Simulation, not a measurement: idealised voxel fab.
Process module, titled voxel trench capacitor
Displayed cross-section: cut, width of 260 nm, square cells sized 5 nm.
Heads up, the way a cross-section reads in here is a grid of square cells, handed over as bands from the top down, with every band being one or more rows of cells.
Quick guide to a band line: top height, bottom height (nm) up front; then every material left to right with its width in nm. Only one material and it's marked "full width"? Then it fills the band edge to edge. And "air" just means empty space.
Heights are measured from 0, the level below which the as-received wafer is all one material; the lowest band has no bottom and continues downward, written as in "z 0 and below".
So if you see something like "30..40" for the width, read it as the top row of the band sitting at the first number and the bottom row at the second, with every row in between moving by the same amount as the last.
"nothing was modified", as given for a step, is the statement that not any cell of the cross-section underwent a change during that step.
What "Tabulated closed voids" gives you is every empty space of 8 cells or more that is cut off from the top. Each appears as width x height at distance, with the distance taken from the left edge and width, height and distance all in nm.
Heads up: the bit after the settings on a step's line is the simulator's remark on that step.
overlay nm: mask offset rightward from planned place, masked step; negative means leftward offset.
# Process steps - plan
1 op RECEIVE | material Si
2 op CONFORMAL_DEP | material SiN | thk nm 10
3 op DIRECTIONAL_DEP | material aC | thk nm 15
4 op PATTERN | tone open | mask id TRENCH | material resist | width nm 20 | pitch nm 55 | thk nm 30 | overlay nm 0
5 op DIRECTIONAL_ETCH | etch materials aC | depth nm 15
6 op STRIP | etch materials resist
7 op DIRECTIONAL_ETCH | etch materials SiN | depth nm 10
8 op DIRECTIONAL_ETCH | etch materials Si | depth nm 30
9 op STRIP | etch materials aC
10 op CONFORMAL_DEP | material HfO2 | thk nm 5
11 op CONFORMAL_DEP | material TiN | thk nm 5
12 op FILL_DEP | material W | thk nm 10
13 op CMP | height nm 10
For clarity, it should be stated that the wafers under discussion commence in an identical condition and differ with respect to the width nm of step 4, the plan indicating the value that the first wafer had.
# As received, i.e. after step 1: cross-section through the first of several wafers
  z 0 and below  Si full width
  Tabulated closed voids: none
# Where each wafer stands at the end of the module, a row apiece: cells of each material gained (+) or lost (-) since it was received, then closed voids
width nm 20; +72 HfO2; -96 Si; +72 SiN; +56 TiN; Tabulated closed voids: none
width nm 25; +76 HfO2; -120 Si; +64 SiN; +60 TiN; +24 W; Tabulated closed voids: none
width nm 30; +80 HfO2; -144 Si; +56 SiN; +64 TiN; +48 W; Tabulated closed voids: none
width nm 35; +84 HfO2; -168 Si; +48 SiN; +68 TiN; +72 W; Tabulated closed voids: none
width nm 40; +88 HfO2; -192 Si; +40 SiN; +72 TiN; +96 W; Tabulated closed voids: none
